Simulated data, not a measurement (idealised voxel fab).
Herein follows the process module entitled voxel spacer lines.
It is cross-section cut that appears here, measuring 250 nm in width, its square cells being 5 nm in size.
Cross-section spec: square-cell grid; bands listed top down; each band is one or more rows.
The entry gives the band's vertical extent as a top height and a bottom height in nm, then its horizontal make-up as materials from left to right, each with a width in nm. "air" stands for empty space; a single material marked "full width" fills the band edge to edge.
Heads up on the height convention: 0 is the point under which the incoming wafer is all one material, and the lowest band has no bottom, it just keeps going down, like "0 nm and below".
So if you see something like "30 to 40" for the width, read it as the top row of the band sitting at the first number and the bottom row at the second, with every row in between moving by the same amount as the last.
When a step is marked "nothing different", none of the cells in the cross-section changed during that step.
Empty spaces counting at least 8 cells and having no open way to the top are listed in "Voids, sealed". The notation width x height at distance is used for each, the distance being from the left edge and all three values in nm.
Note: text after step settings on the step line = simulator remark on that step.
overlay nm: where the mask lay relative to plan, measured to the right, on steps with a mask; negatives go left.

## Here's what the planned process steps look like
1 RECEIVE | material Si
2 CONFORMAL_DEP | material Al2O3 | thk nm 5
3 DIRECTIONAL_DEP | material SiN | thk nm 10
4 DIRECTIONAL_DEP | material aC | thk nm 20
5 PATTERN | tone cover | mask id MANDREL | material resist | width nm 15 | pitch nm 50 | thk nm 30 | overlay nm 0
6 DIRECTIONAL_ETCH | etch materials aC | depth nm 20
7 STRIP | etch materials resist
8 CONFORMAL_DEP | material SiO2 | thk nm 10
9 DIRECTIONAL_ETCH | etch materials SiO2 | depth nm 10
10 STRIP | etch materials aC
11 DIRECTIONAL_ETCH | etch materials SiN | depth nm 10
12 STRIP | etch materials SiO2
13 FILL_DEP | material SiO2 | thk nm 10
14 CMP | height nm 15

## The cross-section here shows the wafer as received, i.e. in its state after step 1
    0 nm and below = Si full width
    Voids, sealed: none

## Here's the cross-section of the first of our two wafers at the end of the module - it ran as planned
    15 nm to 5 nm = SiO2: 55 | SiN: 10 | SiO2: 15 | SiN: 10 | SiO2: 15 | SiN: 10 | SiO2: 15 | SiN: 10 | SiO2: 15 | SiN: 10 | SiO2: 15 | SiN: 10 | SiO2: 60
    5 nm to 0 nm = Al2O3 full width
    0 nm and below = Si full width
    Voids, sealed: none

## This is the second of the two wafers, cross-sectioned at the end of the module; it started exactly like the first and was given the same plan, but it was run with one mistake
    5 nm to 0 nm = Al2O3 full width
    0 nm and below = Si full width
    Voids, sealed: none
Deviation from plan: step 14 deviated from plan and actually ran as CMP | height nm 5
Final cells, second wafer relative to first, materials higher or lower: SiN -24 | SiO2 -76
